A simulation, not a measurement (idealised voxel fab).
Title: Process Module voxel wiring stack
The cross-section on display is named cut; it measures 165 nm wide, and its cells are 5 nm squares.
Cross-section format: a grid of square cells, given as bands from top to bottom; each band is one or more rows of cells.
Top, bottom (nm), then materials left to right with widths (nm); lone material tagged "throughout" fills the whole band edge to edge; "empty" = empty space.
The reference from which all heights are counted is 0, the level beneath which the as-received wafer is entirely one material; the lowest band, having no lower bound, proceeds downward and is written after the example "from 0 down".
Note: "30..40" means the width goes from the first number (top row of the band) to the second number (bottom row) in equal steps per row of cells.
"all unchanged" after a step means that no cell of the cross-section changed.
Entry "Closed void entries". Content: empty spaces with no open connection to the top, size 8 cells or greater. Each: width x height at distance. Distance: from left edge. Unit: nm.
The remark found on a step's line after its settings is issued by the simulator itself and pertains to that step.
"overlay nm", when on a step's line for a step with a mask, measures how far to the right of its planned place the mask lay; a negative measure means to the left.
Pairs follow: section before one process step, section after it down to the lowest changed band, step with settings underneath. Pairs may come from different runs of this module on the same starting wafer; continuity with the pair above only as stated in the "Pre-process state" entry.
-- Pre-process state
> from 0 down | Si throughout
> Closed void entries: none
-- Sectional Result
> from 10 to 0 | SiO2 throughout
> Unchanged below 0.
> Closed void entries: none
The transition between the preceding cross-sections is accomplished by CONFORMAL_DEP, material SiO2, thk nm 10
Pre-process state: The initial state for this step is given by the after cross-section of the immediately preceding pair.
-- Sectional Result
> from 15 to 10 | SiCN throughout
> Unchanged below 10.
> Closed void entries: none
The transition between the preceding cross-sections is accomplished by CONFORMAL_DEP, material SiCN, thk nm 5
Pre-process state: The initial state for this step is given by the after cross-section of the immediately preceding pair.
-- Sectional Result
> from 40 to 15 | SiO2 throughout
> Unchanged below 15.
> Closed void entries: none
The transition between the preceding cross-sections is accomplished by DIRECTIONAL_DEP, material SiO2, thk nm 25
Pre-process state: The initial state for this step is given by the after cross-section of the immediately preceding pair.
-- Sectional Result
> from 50 to 40 | aC throughout
> Unchanged below 40.
> Closed void entries: none
The transition between the preceding cross-sections is accomplished by DIRECTIONAL_DEP, material aC, thk nm 10
Pre-process state: The initial state for this step is given by the after cross-section of the immediately preceding pair.
-- Sectional Result
> from 75 to 50 | resist 20 nm | empty 30 nm | resist 15 nm | empty 30 nm | resist 15 nm | empty 30 nm | resist 25 nm
> Unchanged below 50.
> Closed void entries: none
The transition between the preceding cross-sections is accomplished by PATTERN, tone open, mask id METAL_1, material resist, width nm 30, pitch nm 45, thk nm 25, overlay nm 0
Pre-process state: The initial state for this step is given by the after cross-section of the immediately preceding pair.
-- Sectional Result
> from 65 to 50 | resist 20 nm | empty 30 nm | resist 15 nm | empty 30 nm | resist 15 nm | empty 30 nm | resist 25 nm
> from 50 to 40 | aC 20 nm | empty 30 nm | aC 15 nm | empty 30 nm | aC 15 nm | empty 30 nm | aC 25 nm
> Unchanged below 40.
> Closed void entries: none
The transition between the preceding cross-sections is accomplished by DIRECTIONAL_ETCH, etch materials aC, depth nm 10
Pre-process state: The initial state for this step is given by the after cross-section of the immediately preceding pair.
-- Sectional Result
> from 50 to 40 | aC 20 nm | empty 30 nm | aC 15 nm | empty 30 nm | aC 15 nm | empty 30 nm | aC 25 nm
> Unchanged below 40.
> Closed void entries: none
The transition between the preceding cross-sections is accomplished by STRIP, etch materials resist
Pre-process state: The initial state for this step is given by the after cross-section of the immediately preceding pair.
-- Sectional Result
> from 50 to 40 | aC 20 nm | empty 30 nm | aC 15 nm | empty 30 nm | aC 15 nm | empty 30 nm | aC 25 nm
> from 40 to 15 | SiO2 20 nm | empty 30 nm | SiO2 15 nm | empty 30 nm | SiO2 15 nm | empty 30 nm | SiO2 25 nm
> Unchanged below 15.
> Closed void entries: none
The transition between the preceding cross-sections is accomplished by DIRECTIONAL_ETCH, etch materials SiO2, depth nm 25
Pre-process state: The initial state for this step is given by the after cross-section of the immediately preceding pair.
-- Sectional Result
> from 50 to 40 | aC 20 nm | empty 30 nm | aC 15 nm | empty 30 nm | aC 15 nm | empty 30 nm | aC 25 nm
> from 40 to 15 | SiO2 20 nm | empty 30 nm | SiO2 15 nm | empty 30 nm | SiO2 15 nm | empty 30 nm | SiO2 25 nm
> from 15 to 10 | SiCN 20 nm | empty 30 nm | SiCN 15 nm | empty 30 nm | SiCN 15 nm | empty 30 nm | SiCN 25 nm
> Unchanged below 10.
> Closed void entries: none
The transition between the preceding cross-sections is accomplished by DIRECTIONAL_ETCH, etch materials SiCN, depth nm 5
Pre-process state: The initial state for this step is given by the after cross-section of the immediately preceding pair.
-- Sectional Result
> from 40 to 15 | SiO2 20 nm | empty 30 nm | SiO2 15 nm | empty 30 nm | SiO2 15 nm | empty 30 nm | SiO2 25 nm
> Unchanged below 15.
> Closed void entries: none
The transition between the preceding cross-sections is accomplished by STRIP, etch materials aC
Pre-process state: The initial state for this step is given by the after cross-section of the immediately preceding pair.
-- Sectional Result
> from 45 to 40 | TiN 25 nm | empty 20 nm | TiN 25 nm | empty 20 nm | TiN 25 nm | empty 20 nm | TiN 30 nm
> from 40 to 15 | SiO2 20 nm | TiN 5 nm | empty 20 nm | TiN 5 nm | SiO2 15 nm | TiN 5 nm | empty 20 nm | TiN 5 nm | SiO2 15 nm | TiN 5 nm | empty 20 nm | TiN 5 nm | SiO2 25 nm
> from 15 to 10 | SiCN 20 nm | TiN 30 nm | SiCN 15 nm | TiN 30 nm | SiCN 15 nm | TiN 30 nm | SiCN 25 nm
> Unchanged below 10.
> Closed void entries: none
The transition between the preceding cross-sections is accomplished by CONFORMAL_DEP, material TiN, thk nm 5
Pre-process state: The initial state for this step is given by the after cross-section of the immediately preceding pair.
-- Sectional Result
> from 50 to 45 | W throughout
> from 45 to 40 | TiN 25 nm | W 20 nm | TiN 25 nm | W 20 nm | TiN 25 nm | W 20 nm | TiN 30 nm
> from 40 to 15 | SiO2 20 nm | TiN 5 nm | W 20 nm | TiN 5 nm | SiO2 15 nm | TiN 5 nm | W 20 nm | TiN 5 nm | SiO2 15 nm | TiN 5 nm | W 20 nm | TiN 5 nm | SiO2 25 nm
> Unchanged below 15.
> Closed void entries: none
The transition between the preceding cross-sections is accomplished by FILL_DEP, material W, thk nm 5
Pre-process state: The initial state for this step is given by the after cross-section of the immediately preceding pair.
-- Sectional Result
> from 40 to 15 | SiO2 20 nm | TiN 5 nm | W 20 nm | TiN 5 nm | SiO2 15 nm | TiN 5 nm | W 20 nm | TiN 5 nm | SiO2 15 nm | TiN 5 nm | W 20 nm | TiN 5 nm | SiO2 25 nm
> Unchanged below 15.
> Closed void entries: none
The transition between the preceding cross-sections is accomplished by CMP, height nm 40
Pre-process state: The initial state for this step is given by the after cross-section of the immediately preceding pair.
-- Sectional Result
> from 45 to 40 | SiCN throughout
> Unchanged below 40.
> Closed void entries: none
The transition between the preceding cross-sections is accomplished by CONFORMAL_DEP, material SiCN, thk nm 5
Pre-process state: The initial state for this step is given by the after cross-section of the immediately preceding pair.
-- Sectional Result
> from 60 to 45 | lowk throughout
> Unchanged below 45.
> Closed void entries: none
The transition between the preceding cross-sections is accomplished by DIRECTIONAL_DEP, material lowk, thk nm 15
Pre-process state: The initial state for this step is given by the after cross-section of the immediately preceding pair.
-- Sectional Result
> from 75 to 60 | aC throughout
> Unchanged below 60.
> Closed void entries: none
The transition between the preceding cross-sections is accomplished by DIRECTIONAL_DEP, material aC, thk nm 15
Pre-process state: The initial state for this step is given by the after cross-section of the immediately preceding pair.
-- Sectional Result
> from 110 to 75 | resist 20 nm | empty 15 nm | resist 75 nm | empty 15 nm | resist 40 nm
> Unchanged below 75.
> Closed void entries: none
The transition between the preceding cross-sections is accomplished by PATTERN, tone open, mask id PLUG_1, material resist, width nm 15, pitch nm 90, thk nm 35, overlay nm 0
Pre-process state: The initial state for this step is given by the after cross-section of the immediately preceding pair.
-- Sectional Result
> from 95 to 75 | resist 20 nm | empty 15 nm | resist 75 nm | empty 15 nm | resist 40 nm
> from 75 to 60 | aC 20 nm | empty 15 nm | aC 75 nm | empty 15 nm | aC 40 nm
> Unchanged below 60.
> Closed void entries: none
The transition between the preceding cross-sections is accomplished by DIRECTIONAL_ETCH, etch materials aC, depth nm 15
Pre-process state: The initial state for this step is given by the after cross-section of the immediately preceding pair.
-- Sectional Result
> from 75 to 60 | aC 20 nm | empty 15 nm | aC 75 nm | empty 15 nm | aC 40 nm
> Unchanged below 60.
> Closed void entries: none
The transition between the preceding cross-sections is accomplished by STRIP, etch materials resist
Pre-process state: The initial state for this step is given by the after cross-section of the immediately preceding pair.
-- Sectional Result
> from 75 to 60 | aC 20 nm | empty 15 nm | aC 75 nm | empty 15 nm | aC 40 nm
> from 60 to 45 | lowk 20 nm | empty 15 nm | lowk 75 nm | empty 15 nm | lowk 40 nm
> Unchanged below 45.
> Closed void entries: none
The transition between the preceding cross-sections is accomplished by DIRECTIONAL_ETCH, etch materials lowk, depth nm 15
Pre-process state: The initial state for this step is given by the after cross-section of the immediately preceding pair.
-- Sectional Result
> from 75 to 60 | aC 20 nm | empty 15 nm | aC 75 nm | empty 15 nm | aC 40 nm
> from 60 to 45 | lowk 20 nm | empty 15 nm | lowk 75 nm | empty 15 nm | lowk 40 nm
> from 45 to 40 | SiCN 20 nm | empty 15 nm | SiCN 75 nm | empty 15 nm | SiCN 40 nm
> Unchanged below 40.
> Closed void entries: none
The transition between the preceding cross-sections is accomplished by DIRECTIONAL_ETCH, etch materials SiCN, depth nm 5
Pre-process state: The initial state for this step is given by the after cross-section of the immediately preceding pair.
-- Sectional Result
> from 60 to 45 | lowk 20 nm | empty 15 nm | lowk 75 nm | empty 15 nm | lowk 40 nm
> Unchanged below 45.
> Closed void entries: none
The transition between the preceding cross-sections is accomplished by STRIP, etch materials aC
Pre-process state: The initial state for this step is given by the after cross-section of the immediately preceding pair.
-- Sectional Result
> from 60 to 50 | lowk 20 nm | empty 15 nm | lowk 75 nm | empty 15 nm | lowk 40 nm
> from 50 to 45 | lowk 20 nm | Ru 15 nm | lowk 75 nm | Ru 15 nm | lowk 40 nm
> from 45 to 40 | SiCN 20 nm | Ru 15 nm | SiCN 75 nm | Ru 15 nm | SiCN 40 nm
> Unchanged below 40.
> Closed void entries: none
The transition between the preceding cross-sections is accomplished by EPI, material Ru, thk nm 10
Pre-process state: The initial state for this step is given by the after cross-section of the immediately preceding pair.
-- Sectional Result
> from 60 to 45 | lowk 20 nm | Ru 15 nm | lowk 75 nm | Ru 15 nm | lowk 40 nm
> Unchanged below 45.
> Closed void entries: none
The transition between the preceding cross-sections is accomplished by EPI, material Ru, thk nm 10
Pre-process state: The initial state for this step is given by the after cross-section of the immediately preceding pair.
-- Sectional Result
> from 65 to 60 | TiN throughout
> Unchanged below 60.
> Closed void entries: none
The transition between the preceding cross-sections is accomplished by DIRECTIONAL_DEP, material TiN, thk nm 5
Pre-process state: The initial state for this step is given by the after cross-section of the immediately preceding pair.
-- Sectional Result
> from 90 to 65 | W throughout
> Unchanged below 65.
> Closed void entries: none
The transition between the preceding cross-sections is accomplished by DIRECTIONAL_DEP, material W, thk nm 25
Pre-process state: The initial state for this step is given by the after cross-section of the immediately preceding pair.
-- Sectional Result
> from 90 to 65 | empty 20 nm | W 30 nm | empty 15 nm | W 30 nm | empty 15 nm | W 30 nm | empty 25 nm
> Unchanged below 65.
> Closed void entries: none
The transition between the preceding cross-sections is accomplished by MASKED_ETCH, tone cover, mask id METAL_2, width nm 30, pitch nm 45, etch materials W, depth nm 25, overlay nm 0
Pre-process state: The initial state for this step is given by the after cross-section of the immediately preceding pair.
-- Sectional Result
> from 90 to 65 | empty 20 nm | W 30 nm | empty 15 nm | W 30 nm | empty 15 nm | W 30 nm | empty 25 nm
> from 65 to 60 | empty 20 nm | TiN 30 nm | empty 15 nm | TiN 30 nm | empty 15 nm | TiN 30 nm | empty 25 nm
> Unchanged below 60.
> Closed void entries: none
The transition between the preceding cross-sections is accomplished by MASKED_ETCH, tone cover, mask id METAL_2, width nm 30, pitch nm 45, etch materials TiN, depth nm 5, overlay nm 0
Pre-process state: The initial state for this step is given by the after cross-section of the immediately preceding pair.
-- Sectional Result
> from 95 to 90 | empty 15 nm | SiCN 40 nm | empty 5 nm | SiCN 40 nm | empty 5 nm | SiCN 40 nm | empty 20 nm
> from 90 to 65 | empty 15 nm | SiCN 5 nm | W 30 nm | SiCN 5 nm | empty 5 nm | SiCN 5 nm | W 30 nm | SiCN 5 nm | empty 5 nm | SiCN 5 nm | W 30 nm | SiCN 5 nm | empty 20 nm
> from 65 to 60 | SiCN 20 nm | TiN 30 nm | SiCN 15 nm | TiN 30 nm | SiCN 15 nm | TiN 30 nm | SiCN 25 nm
> Unchanged below 60.
> Closed void entries: none
The transition between the preceding cross-sections is accomplished by CONFORMAL_DEP, material SiCN, thk nm 5
Pre-process state: The initial state for this step is given by the after cross-section of the immediately preceding pair.
-- Sectional Result
> from 100 to 95 | SiO2 throughout
> from 95 to 90 | SiO2 15 nm | SiCN 40 nm | SiO2 5 nm | SiCN 40 nm | SiO2 5 nm | SiCN 40 nm | SiO2 20 nm
> from 90 to 65 | SiO2 15 nm | SiCN 5 nm | W 30 nm | SiCN 5 nm | SiO2 5 nm | SiCN 5 nm | W 30 nm | SiCN 5 nm | SiO2 5 nm | SiCN 5 nm | W 30 nm | SiCN 5 nm | SiO2 20 nm
> Unchanged below 65.
> Closed void entries: none
The transition between the preceding cross-sections is accomplished by FILL_DEP, material SiO2, thk nm 5
Pre-process state: The initial state for this step is given by the after cross-section of the immediately preceding pair.
-- Sectional Result
> from 90 to 65 | SiO2 15 nm | SiCN 5 nm | W 30 nm | SiCN 5 nm | SiO2 5 nm | SiCN 5 nm | W 30 nm | SiCN 5 nm | SiO2 5 nm | SiCN 5 nm | W 30 nm | SiCN 5 nm | SiO2 20 nm
> Unchanged below 65.
> Closed void entries: none
The transition between the preceding cross-sections is accomplished by CMP, height nm 90
Pre-process state: The initial state for this step is given by the after cross-section of the immediately preceding pair.
-- Sectional Result
> from 95 to 90 | SiCN throughout
> Unchanged below 90.
> Closed void entries: none
The transition between the preceding cross-sections is accomplished by CONFORMAL_DEP, material SiCN, thk nm 5
Pre-process state: The initial state for this step is given by the after cross-section of the immediately preceding pair.
-- Sectional Result
> from 120 to 95 | lowk throughout
> Unchanged below 95.
> Closed void entries: none
The transition between the preceding cross-sections is accomplished by DIRECTIONAL_DEP, material lowk, thk nm 25
Pre-process state: The initial state for this step is given by the after cross-section of the immediately preceding pair.
-- Sectional Result
> from 135 to 120 | aC throughout
> Unchanged below 120.
> Closed void entries: none
The transition between the preceding cross-sections is accomplished by DIRECTIONAL_DEP, material aC, thk nm 15
Pre-process state: The initial state for this step is given by the after cross-section of the immediately preceding pair.
-- Sectional Result
> from 170 to 135 | resist 20 nm | empty 15 nm | resist 30 nm | empty 15 nm | resist 30 nm | empty 15 nm | resist 40 nm
> Unchanged below 135.
> Closed void entries: none
The transition between the preceding cross-sections is accomplished by PATTERN, tone open, mask id METAL_3_HOLES, material resist, width nm 15, pitch nm 45, thk nm 35, overlay nm 0
Pre-process state: The initial state for this step is given by the after cross-section of the immediately preceding pair.
-- Sectional Result
> from 155 to 135 | resist 20 nm | empty 15 nm | resist 30 nm | empty 15 nm | resist 30 nm | empty 15 nm | resist 40 nm
> from 135 to 120 | aC 20 nm | empty 15 nm | aC 30 nm | empty 15 nm | aC 30 nm | empty 15 nm | aC 40 nm
> Unchanged below 120.
> Closed void entries: none
The transition between the preceding cross-sections is accomplished by DIRECTIONAL_ETCH, etch materials aC, depth nm 15
Pre-process state: The initial state for this step is given by the after cross-section of the immediately preceding pair.
-- Sectional Result
> from 135 to 120 | aC 20 nm | empty 15 nm | aC 30 nm | empty 15 nm | aC 30 nm | empty 15 nm | aC 40 nm
> Unchanged below 120.
> Closed void entries: none
The transition between the preceding cross-sections is accomplished by STRIP, etch materials resist
Pre-process state: The initial state for this step is given by the after cross-section of the immediately preceding pair.
-- Sectional Result
> from 135 to 120 | aC 20 nm | empty 15 nm | aC 30 nm | empty 15 nm | aC 30 nm | empty 15 nm | aC 40 nm
> from 120 to 95 | lowk 20 nm | empty 15 nm | lowk 30 nm | empty 15 nm | lowk 30 nm | empty 15 nm | lowk 40 nm
> Unchanged below 95.
> Closed void entries: none
The transition between the preceding cross-sections is accomplished by DIRECTIONAL_ETCH, etch materials lowk, depth nm 25
Pre-process state: The initial state for this step is given by the after cross-section of the immediately preceding pair.
-- Sectional Result
> from 120 to 95 | lowk 20 nm | empty 15 nm | lowk 30 nm | empty 15 nm | lowk 30 nm | empty 15 nm | lowk 40 nm
> Unchanged below 95.
> Closed void entries: none
The transition between the preceding cross-sections is accomplished by STRIP, etch materials aC
Pre-process state: The initial state for this step is given by the after cross-section of the immediately preceding pair.
-- Sectional Result
> from 135 to 120 | resist 20 nm | empty 30 nm | resist 15 nm | empty 30 nm | resist 15 nm | empty 30 nm | resist 25 nm
> Unchanged below 120.
> Closed void entries: none
The transition between the preceding cross-sections is accomplished by PATTERN, tone open, mask id METAL_3, material resist, width nm 30, pitch nm 45, thk nm 15, overlay nm 0
Pre-process state: The initial state for this step is given by the after cross-section of the immediately preceding pair.
-- Sectional Result
> from 135 to 120 | resist 20 nm | empty 30 nm | resist 15 nm | empty 30 nm | resist 15 nm | empty 30 nm | resist 25 nm
> from 120 to 105 | lowk 20 nm | empty 30 nm | lowk 15 nm | empty 30 nm | lowk 15 nm | empty 30 nm | lowk 25 nm
> Unchanged below 105.
> Closed void entries: none
The transition between the preceding cross-sections is accomplished by DIRECTIONAL_ETCH, etch materials lowk, depth nm 15
Pre-process state: The initial state for this step is given by the after cross-section of the immediately preceding pair.
-- Sectional Result
> from 135 to 120 | resist 20 nm | empty 30 nm | resist 15 nm | empty 30 nm | resist 15 nm | empty 30 nm | resist 25 nm
> from 120 to 105 | lowk 20 nm | empty 30 nm | lowk 15 nm | empty 30 nm | lowk 15 nm | empty 30 nm | lowk 25 nm
> from 105 to 95 | lowk 20 nm | empty 15 nm | lowk 30 nm | empty 15 nm | lowk 30 nm | empty 15 nm | lowk 40 nm
> from 95 to 90 | SiCN 20 nm | empty 15 nm | SiCN 30 nm | empty 15 nm | SiCN 30 nm | empty 15 nm | SiCN 40 nm
> Unchanged below 90.
> Closed void entries: none
The transition between the preceding cross-sections is accomplished by DIRECTIONAL_ETCH, etch materials SiCN, depth nm 5
Pre-process state: The initial state for this step is given by the after cross-section of the immediately preceding pair.
-- Sectional Result
> from 120 to 105 | lowk 20 nm | empty 30 nm | lowk 15 nm | empty 30 nm | lowk 15 nm | empty 30 nm | lowk 25 nm
> Unchanged below 105.
> Closed void entries: none
The transition between the preceding cross-sections is accomplished by STRIP, etch materials resist
Pre-process state: The initial state for this step is given by the after cross-section of the immediately preceding pair.
-- Sectional Result
> from 125 to 120 | TiN 25 nm | empty 20 nm | TiN 25 nm | empty 20 nm | TiN 25 nm | empty 20 nm | TiN 30 nm
> from 120 to 110 | lowk 20 nm | TiN 5 nm | empty 20 nm | TiN 5 nm | lowk 15 nm | TiN 5 nm | empty 20 nm | TiN 5 nm | lowk 15 nm | TiN 5 nm | empty 20 nm | TiN 5 nm | lowk 25 nm
> from 110 to 105 | lowk 20 nm | TiN 5 nm | empty 5 nm | TiN 20 nm | lowk 15 nm | TiN 5 nm | empty 5 nm | TiN 20 nm | lowk 15 nm | TiN 5 nm | empty 5 nm | TiN 20 nm | lowk 25 nm
> from 105 to 95 | lowk 20 nm | TiN 5 nm | empty 5 nm | TiN 5 nm | lowk 30 nm | TiN 5 nm | empty 5 nm | TiN 5 nm | lowk 30 nm | TiN 5 nm | empty 5 nm | TiN 5 nm | lowk 40 nm
> from 95 to 90 | SiCN 20 nm | TiN 15 nm | SiCN 30 nm | TiN 15 nm | SiCN 30 nm | TiN 15 nm | SiCN 40 nm
> Unchanged below 90.
> Closed void entries: none
The transition between the preceding cross-sections is accomplished by CONFORMAL_DEP, material TiN, thk nm 5
Pre-process state: The initial state for this step is given by the after cross-section of the immediately preceding pair.
-- Sectional Result
> from 130 to 125 | Cu throughout
> from 125 to 120 | TiN 25 nm | Cu 20 nm | TiN 25 nm | Cu 20 nm | TiN 25 nm | Cu 20 nm | TiN 30 nm
> from 120 to 110 | lowk 20 nm | TiN 5 nm | Cu 20 nm | TiN 5 nm | lowk 15 nm | TiN 5 nm | Cu 20 nm | TiN 5 nm | lowk 15 nm | TiN 5 nm | Cu 20 nm | TiN 5 nm | lowk 25 nm
> from 110 to 105 | lowk 20 nm | TiN 5 nm | Cu 5 nm | TiN 20 nm | lowk 15 nm | TiN 5 nm | Cu 5 nm | TiN 20 nm | lowk 15 nm | TiN 5 nm | Cu 5 nm | TiN 20 nm | lowk 25 nm
> from 105 to 95 | lowk 20 nm | TiN 5 nm | Cu 5 nm | TiN 5 nm | lowk 30 nm | TiN 5 nm | Cu 5 nm | TiN 5 nm | lowk 30 nm | TiN 5 nm | Cu 5 nm | TiN 5 nm | lowk 40 nm
> Unchanged below 95.
> Closed void entries: none
The transition between the preceding cross-sections is accomplished by FILL_DEP, material Cu, thk nm 5
Pre-process state: The initial state for this step is given by the after cross-section of the immediately preceding pair.
-- Sectional Result
> from 120 to 110 | lowk 20 nm | TiN 5 nm | Cu 20 nm | TiN 5 nm | lowk 15 nm | TiN 5 nm | Cu 20 nm | TiN 5 nm | lowk 15 nm | TiN 5 nm | Cu 20 nm | TiN 5 nm | lowk 25 nm
> Unchanged below 110.
> Closed void entries: none
The transition between the preceding cross-sections is accomplished by CMP, height nm 120
Pre-process state: The initial state for this step is given by the after cross-section of the immediately preceding pair.
-- Sectional Result
> from 125 to 120 | SiCN throughout
> Unchanged below 120.
> Closed void entries: none
The transition between the preceding cross-sections is accomplished by CONFORMAL_DEP, material SiCN, thk nm 5
-- Pre-process state
> from 10 to 0 | SiO2 throughout
> from 0 down | Si throughout
> Closed void entries: none
-- Sectional Result
> from 35 to 0 | SiO2 throughout
> Unchanged below 0.
> Closed void entries: none
The transition between the preceding cross-sections is accomplished by DIRECTIONAL_DEP, material SiO2, thk nm 25
Pre-process state: The initial state for this step is given by the after cross-section of the immediately preceding pair.
-- Sectional Result
> from 45 to 35 | aC throughout
> Unchanged below 35.
> Closed void entries: none
The transition between the preceding cross-sections is accomplished by DIRECTIONAL_DEP, material aC, thk nm 10
Pre-process state: The initial state for this step is given by the after cross-section of the immediately preceding pair.
-- Sectional Result
> from 70 to 45 | resist 20 nm | empty 30 nm | resist 15 nm | empty 30 nm | resist 15 nm | empty 30 nm | resist 25 nm
> Unchanged below 45.
> Closed void entries: none
The transition between the preceding cross-sections is accomplished by PATTERN, tone open, mask id METAL_1, material resist, width nm 30, pitch nm 45, thk nm 25, overlay nm 0
Pre-process state: The initial state for this step is given by the after cross-section of the immediately preceding pair.
-- Sectional Result
> from 60 to 45 | resist 20 nm | empty 30 nm | resist 15 nm | empty 30 nm | resist 15 nm | empty 30 nm | resist 25 nm
> from 45 to 35 | aC 20 nm | empty 30 nm | aC 15 nm | empty 30 nm | aC 15 nm | empty 30 nm | aC 25 nm
> Unchanged below 35.
> Closed void entries: none
The transition between the preceding cross-sections is accomplished by DIRECTIONAL_ETCH, etch materials aC, depth nm 10
Pre-process state: The initial state for this step is given by the after cross-section of the immediately preceding pair.
-- Sectional Result
> from 45 to 35 | aC 20 nm | empty 30 nm | aC 15 nm | empty 30 nm | aC 15 nm | empty 30 nm | aC 25 nm
> Unchanged below 35.
> Closed void entries: none
The transition between the preceding cross-sections is accomplished by STRIP, etch materials resist
Pre-process state: The initial state for this step is given by the after cross-section of the immediately preceding pair.
-- Sectional Result
> from 45 to 35 | aC 20 nm | empty 30 nm | aC 15 nm | empty 30 nm | aC 15 nm | empty 30 nm | aC 25 nm
> from 35 to 10 | SiO2 20 nm | empty 30 nm | SiO2 15 nm | empty 30 nm | SiO2 15 nm | empty 30 nm | SiO2 25 nm
> Unchanged below 10.
> Closed void entries: none
The transition between the preceding cross-sections is accomplished by DIRECTIONAL_ETCH, etch materials SiO2, depth nm 25
Pre-process state: The initial state for this step is given by the after cross-section of the immediately preceding pair.
-- Sectional Result
> from 35 to 10 | SiO2 20 nm | empty 30 nm | SiO2 15 nm | empty 30 nm | SiO2 15 nm | empty 30 nm | SiO2 25 nm
> Unchanged below 10.
> Closed void entries: none
The transition between the preceding cross-sections is accomplished by STRIP, etch materials aC
Pre-process state: The initial state for this step is given by the after cross-section of the immediately preceding pair.
-- Sectional Result
> from 40 to 35 | TiN 25 nm | empty 20 nm | TiN 25 nm | empty 20 nm | TiN 25 nm | empty 20 nm | TiN 30 nm
> from 35 to 15 | SiO2 20 nm | TiN 5 nm | empty 20 nm | TiN 5 nm | SiO2 15 nm | TiN 5 nm | empty 20 nm | TiN 5 nm | SiO2 15 nm | TiN 5 nm | empty 20 nm | TiN 5 nm | SiO2 25 nm
> from 15 to 10 | SiO2 20 nm | TiN 30 nm | SiO2 15 nm | TiN 30 nm | SiO2 15 nm | TiN 30 nm | SiO2 25 nm
> Unchanged below 10.
> Closed void entries: none
The transition between the preceding cross-sections is accomplished by CONFORMAL_DEP, material TiN, thk nm 5
Pre-process state: The initial state for this step is given by the after cross-section of the immediately preceding pair.
-- Sectional Result
> from 45 to 40 | W throughout
> from 40 to 35 | TiN 25 nm | W 20 nm | TiN 25 nm | W 20 nm | TiN 25 nm | W 20 nm | TiN 30 nm
> from 35 to 15 | SiO2 20 nm | TiN 5 nm | W 20 nm | TiN 5 nm | SiO2 15 nm | TiN 5 nm | W 20 nm | TiN 5 nm | SiO2 15 nm | TiN 5 nm | W 20 nm | TiN 5 nm | SiO2 25 nm
> Unchanged below 15.
> Closed void entries: none
The transition between the preceding cross-sections is accomplished by FILL_DEP, material W, thk nm 5
Pre-process state: The initial state for this step is given by the after cross-section of the immediately preceding pair.
-- Sectional Result
> from 40 to 35 | TiN 25 nm | W 20 nm | TiN 25 nm | W 20 nm | TiN 25 nm | W 20 nm | TiN 30 nm
> Unchanged below 35.
> Closed void entries: none
The transition between the preceding cross-sections is accomplished by CMP, height nm 40
Pre-process state: The initial state for this step is given by the after cross-section of the immediately preceding pair.
-- Sectional Result
> from 45 to 40 | SiCN throughout
> Unchanged below 40.
> Closed void entries: none
The transition between the preceding cross-sections is accomplished by CONFORMAL_DEP, material SiCN, thk nm 5
Pre-process state: The initial state for this step is given by the after cross-section of the immediately preceding pair.
-- Sectional Result
> from 60 to 45 | lowk throughout
> Unchanged below 45.
> Closed void entries: none
The transition between the preceding cross-sections is accomplished by DIRECTIONAL_DEP, material lowk, thk nm 15
Pre-process state: The initial state for this step is given by the after cross-section of the immediately preceding pair.
-- Sectional Result
> from 75 to 60 | aC throughout
> Unchanged below 60.
> Closed void entries: none
The transition between the preceding cross-sections is accomplished by DIRECTIONAL_DEP, material aC, thk nm 15
Pre-process state: The initial state for this step is given by the after cross-section of the immediately preceding pair.
-- Sectional Result
> from 110 to 75 | resist 20 nm | empty 15 nm | resist 75 nm | empty 15 nm | resist 40 nm
> Unchanged below 75.
> Closed void entries: none
The transition between the preceding cross-sections is accomplished by PATTERN, tone open, mask id PLUG_1, material resist, width nm 15, pitch nm 90, thk nm 35, overlay nm 0
Pre-process state: The initial state for this step is given by the after cross-section of the immediately preceding pair.
-- Sectional Result
> from 95 to 75 | resist 20 nm | empty 15 nm | resist 75 nm | empty 15 nm | resist 40 nm
> from 75 to 60 | aC 20 nm | empty 15 nm | aC 75 nm | empty 15 nm | aC 40 nm
> Unchanged below 60.
> Closed void entries: none
The transition between the preceding cross-sections is accomplished by DIRECTIONAL_ETCH, etch materials aC, depth nm 15
Pre-process state: The initial state for this step is given by the after cross-section of the immediately preceding pair.
-- Sectional Result
> from 75 to 60 | aC 20 nm | empty 15 nm | aC 75 nm | empty 15 nm | aC 40 nm
> Unchanged below 60.
> Closed void entries: none
The transition between the preceding cross-sections is accomplished by STRIP, etch materials resist
Pre-process state: The initial state for this step is given by the after cross-section of the immediately preceding pair.
-- Sectional Result
> from 75 to 60 | aC 20 nm | empty 15 nm | aC 75 nm | empty 15 nm | aC 40 nm
> from 60 to 45 | lowk 20 nm | empty 15 nm | lowk 75 nm | empty 15 nm | lowk 40 nm
> Unchanged below 45.
> Closed void entries: none
The transition between the preceding cross-sections is accomplished by DIRECTIONAL_ETCH, etch materials lowk, depth nm 15
Pre-process state: The initial state for this step is given by the after cross-section of the immediately preceding pair.
-- Sectional Result
> from 75 to 60 | aC 20 nm | empty 15 nm | aC 75 nm | empty 15 nm | aC 40 nm
> from 60 to 45 | lowk 20 nm | empty 15 nm | lowk 75 nm | empty 15 nm | lowk 40 nm
> from 45 to 40 | SiCN 20 nm | empty 15 nm | SiCN 75 nm | empty 15 nm | SiCN 40 nm
> Unchanged below 40.
> Closed void entries: none
The transition between the preceding cross-sections is accomplished by DIRECTIONAL_ETCH, etch materials SiCN, depth nm 5
Pre-process state: The initial state for this step is given by the after cross-section of the immediately preceding pair.
-- Sectional Result
> from 60 to 45 | lowk 20 nm | empty 15 nm | lowk 75 nm | empty 15 nm | lowk 40 nm
> Unchanged below 45.
> Closed void entries: none
The transition between the preceding cross-sections is accomplished by STRIP, etch materials aC
Pre-process state: The initial state for this step is given by the after cross-section of the immediately preceding pair.
-- Sectional Result
> from 60 to 50 | lowk 20 nm | empty 15 nm | lowk 75 nm | empty 15 nm | lowk 40 nm
> from 50 to 45 | lowk 20 nm | Ru 15 nm | lowk 75 nm | Ru 15 nm | lowk 40 nm
> from 45 to 40 | SiCN 20 nm | Ru 15 nm | SiCN 75 nm | Ru 15 nm | SiCN 40 nm
> Unchanged below 40.
> Closed void entries: none
The transition between the preceding cross-sections is accomplished by EPI, material Ru, thk nm 10
Pre-process state: The initial state for this step is given by the after cross-section of the immediately preceding pair.
-- Sectional Result
> from 60 to 45 | lowk 20 nm | Ru 15 nm | lowk 75 nm | Ru 15 nm | lowk 40 nm
> Unchanged below 45.
> Closed void entries: none
The transition between the preceding cross-sections is accomplished by EPI, material Ru, thk nm 10
Pre-process state: The initial state for this step is given by the after cross-section of the immediately preceding pair.
-- Sectional Result
> from 65 to 60 | TiN throughout
> Unchanged below 60.
> Closed void entries: none
The transition between the preceding cross-sections is accomplished by DIRECTIONAL_DEP, material TiN, thk nm 5
